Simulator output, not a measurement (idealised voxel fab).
process module | voxel ribs on slabs
cross-section cut | 270 nm wide | cells 5 nm
A cross-section is a grid of square cells, given in bands from the top down. A band is one or more rows of cells.
Each band's line starts with the height of the band's top and of its bottom, in nm. Then come its materials from left to right, each with its width in nm. One material with "throughout" fills the band from edge to edge. "air" is empty space.
Height 0 is the level under which the wafer as received is all one material. The lowest band goes on downwards, as in "0 down".
A width such as "30 to 40" changes by the same amount from each row of cells to the next, from the band's top row to its bottom row.
"no change" after a step means that no cell of the cross-section changed.
closed voids: empty space of 8 cells or more with no open way to the top, each as width x height at its distance from the left edge, in nm
after a step's settings: what the simulator itself notes on the step
overlay nm, on a step with a mask: how far to the right of its planned place the mask lay; to the left if negative
plan
1 op RECEIVE | material Si
2 op DIRECTIONAL_DEP | material SiO2 | thk nm 30
3 op DIRECTIONAL_DEP | material polySi | thk nm 15
4 op MASKED_ETCH | tone cover | mask id RIB | width nm 30 | etch materials polySi | depth nm 10 | overlay nm 0
5 op MASKED_ETCH | tone cover | mask id SLAB | width nm 60 | etch materials polySi | depth nm 5 | overlay nm 0
6 op FILL_DEP | material SiO2 | thk nm 25
7 op CMP | height nm 60
8 op DIRECTIONAL_DEP | material W | thk nm 10
9 op PATTERN | tone cover | mask id HEATER | material resist | width nm 40 | thk nm 20 | overlay nm 0
10 op DIRECTIONAL_ETCH | etch materials W | depth nm 10
11 op STRIP | etch materials resist
12 op CONFORMAL_DEP | material SiN | thk nm 5
as received, after step 1
  0 down: Si throughout
  closed voids: none
a wafer at the end: this start, this plan, one mistake
  75 to 70: air 110 | SiN 50 | air 110
  70 to 65: air 110 | SiN 5 | W 40 | SiN 5 | air 110
  65 to 60: SiN 115 | W 40 | SiN 115
  60 to 45: SiO2 throughout
  45 to 35: SiO2 125 | polySi 25 | SiO2 120
  35 to 30: SiO2 105 | polySi 60 | SiO2 105
  30 to 0: SiO2 throughout
  0 down: Si throughout
  closed voids: none
what went wrong: step 4 ran as: op MASKED_ETCH | tone cover | mask id RIB | width nm 25 | etch materials polySi | depth nm 10 | overlay nm 0
